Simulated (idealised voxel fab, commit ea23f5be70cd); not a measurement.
Process module heading - voxel ribs on slabs
Square cell edge 5 nm, section width 270 nm, ID cut.
A cross-section in this document is a grid of square cells, and it is written down as bands, the top band listed before the ones below it; a band is made up of one or more rows of cells. Band: top height; bottom height; in nm. Then, left to right: material with width in nm, for each material. "edge to edge": a single material spanning edge to edge. "empty": empty space. Height 0 is the level under which the wafer as received is all one material. The lowest band goes on downwards, as in "from 0 down". The expression "30 to 40" gives the width at the extremes of the band, the first number at its top row of cells and the second at its bottom row, with the width changing by equal amounts from each row to the next in between. The designation "no change occurred", where it is given for a processing step, indicates that no cell of the cross-section was altered in the course of that step. Entry "Unvented cavities" = empty spaces >= 8 cells with no open way to the top; each as width x height at distance, distance from left edge, all nm. Past the settings on a step's line: simulator remark, on that step. overlay nm: where the mask lay relative to plan, measured to the right, on steps with a mask; negatives go left.

BELOW IS THE LIST OF PLANNED PROCESS STEPS
1) RECEIVE, material Si
2) DIRECTIONAL_DEP, material SiO2, thk nm 30
3) DIRECTIONAL_DEP, material polySi, thk nm 15
4) MASKED_ETCH, tone cover, mask id RIB, width nm 15, etch materials polySi, depth nm 10, overlay nm -15
5) PATTERN, tone cover, mask id SLAB, material resist, width nm 65, thk nm 15, overlay nm 0
6) DIRECTIONAL_ETCH, etch materials polySi, depth nm 5
7) STRIP, etch materials resist
8) FILL_DEP, material SiO2, thk nm 25
9) CMP, height nm 65
10) DIRECTIONAL_DEP, material W, thk nm 10
11) MASKED_ETCH, tone cover, mask id HEATER, width nm 25, etch materials W, depth nm 10, overlay nm 0
12) CONFORMAL_DEP, material SiO2, thk nm 10
Split variable: overlay nm, step 4. Plan value = first wafer. Wafers start alike.

RECEIVED CONDITION OF THE FIRST OF SEVERAL WAFERS, SECTIONED: POST-STEP 1
- from 0 down  Si edge to edge
- Unvented cavities: none

WHAT FOLLOWS IS A TABLE IN WHICH EACH WAFER OCCUPIES A ROW; FOR THE WAFER AS IT STANDS AT THE CLOSE OF THE MODULE, THE ROW STATES, MATERIAL BY MATERIAL, HOW MANY CELLS HAVE BEEN GAINED (+) OR LOST (-) SINCE RECEIPT, AND THEN GIVES ITS CLOSED VOIDS
overlay nm -15; +799 SiO2; +10 W; +19 polySi; Unvented cavities: none
overlay nm -10; +799 SiO2; +10 W; +19 polySi; Unvented cavities: none
overlay nm -5; +799 SiO2; +10 W; +19 polySi; Unvented cavities: none
overlay nm 0; +799 SiO2; +10 W; +19 polySi; Unvented cavities: none
overlay nm 5; +799 SiO2; +10 W; +19 polySi; Unvented cavities: none
overlay nm 10; +799 SiO2; +10 W; +19 polySi; Unvented cavities: none
overlay nm 15; +799 SiO2; +10 W; +19 polySi; Unvented cavities: none
